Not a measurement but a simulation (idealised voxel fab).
The process module that follows is named voxel double patterning.
cross-section cut | 190 nm wide | cells 5 nm
Each cross-section below is a grid of square cells, stated as bands in top-down order, with one or more rows of cells making up each band. What a band's entry tells you: where the top is and where the bottom is, as heights in nm, and after that what lies inside, material by material from left to right, each with its width in nm. Empty space is written as the word "blank", and a single material marked with the word "all across" occupies the band from edge to edge. Height 0 is the level under which the wafer as received is all one material. The lowest band goes on downwards, as in "0 and below". A width such as "30 to 40" changes by the same amount from each row of cells to the next, from the band's top row to its bottom row. Given "remains unaltered" for a step, no cell of the cross-section differs between before and after that step. Closed-off voids of 8+ cells (no open route to the top) go in "Fully closed voids", written width x height at distance from the left edge, in nm. Read whatever lies past the settings on a step's line as the simulator's own remark about the step. "overlay nm" on a masked step: distance the mask lay right of its planned place, negative for left.
# The following list gives the planned process steps
1) RECEIVE: material Si
2) CONFORMAL_DEP: material SiO2, thk nm 10
3) DIRECTIONAL_DEP: material polySi, thk nm 10
4) DIRECTIONAL_DEP: material SiCN, thk nm 10
5) PATTERN: tone open, mask id FIRST, material resist, width nm 15, pitch nm 50, thk nm 20, overlay nm 0
6) DIRECTIONAL_ETCH: etch materials SiCN, depth nm 10
7) STRIP: etch materials resist
8) MASKED_ETCH: tone open, mask id SECOND, width nm 15, etch materials SiCN, depth nm 10, overlay nm 0
9) DIRECTIONAL_ETCH: etch materials polySi, depth nm 10
10) STRIP: etch materials SiCN
# as received, after step 1
* 0 and below | Si all across
* Fully closed voids: none
# Result of the module, cross-sectioned: start per above, plan per above, one error in how it was run
* 30 down to 20 | SiO2 all across
* 20 down to 10 | polySi all across
* 10 down to 0 | SiO2 all across
* 0 and below | Si all across
* Fully closed voids: none
Finding, execution versus plan: step 4 went in with a setting other than planned; the actual run was DIRECTIONAL_DEP: material SiO2, thk nm 10
